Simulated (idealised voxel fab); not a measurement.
process module | voxel trench capacitor
cross-section cut | 140 nm wide | cells 5 nm
A cross-section is a grid of square cells, given in bands from the top down. A band is one or more rows of cells.
Each band's line starts with the height of the band's top and of its bottom, in nm. Then come its materials from left to right, each with its width in nm. One material with "throughout" fills the band from edge to edge. "air" is empty space.
Height 0 is the level under which the wafer as received is all one material. The lowest band goes on downwards, as in "0 down".
A width such as "30 to 40" changes by the same amount from each row of cells to the next, from the band's top row to its bottom row.
"no change" after a step means that no cell of the cross-section changed.
closed voids: empty space of 8 cells or more with no open way to the top, each as width x height at its distance from the left edge, in nm
after a step's settings: what the simulator itself notes on the step
overlay nm, on a step with a mask: how far to the right of its planned place the mask lay; to the left if negative
plan
1 op RECEIVE | material Si
2 op CONFORMAL_DEP | material SiN | thk nm 10
3 op PATTERN | tone open | mask id TRENCH | material resist | width nm 20 | pitch nm 55 | thk nm 20 | overlay nm 0
4 op DIRECTIONAL_ETCH | etch materials SiN | depth nm 10
5 op DIRECTIONAL_ETCH | etch materials Si | depth nm 35
6 op STRIP | etch materials resist
7 op CONFORMAL_DEP | material HfO2 | thk nm 5
8 op CONFORMAL_DEP | material TiN | thk nm 5
9 op FILL_DEP | material W | thk nm 10
10 op CMP | height nm 10
varied across the wafers: width nm of step 3. The plan shows the first wafer's value. All wafers start alike
first wafer as received, after step 1
  0 down: Si throughout
  closed voids: none
each wafer at the end: cells of each material gained (+) or lost (-) since it was received, then its closed voids
width nm 20 | +40 HfO2 | -56 Si | +40 SiN | +32 TiN | closed voids: none
width nm 25 | +42 HfO2 | -70 Si | +36 SiN | +34 TiN | +14 W | closed voids: none
width nm 30 | +44 HfO2 | -84 Si | +32 SiN | +36 TiN | +28 W | closed voids: none
width nm 35 | +46 HfO2 | -98 Si | +28 SiN | +38 TiN | +42 W | closed voids: none
width nm 40 | +48 HfO2 | -112 Si | +24 SiN | +40 TiN | +56 W | closed voids: none
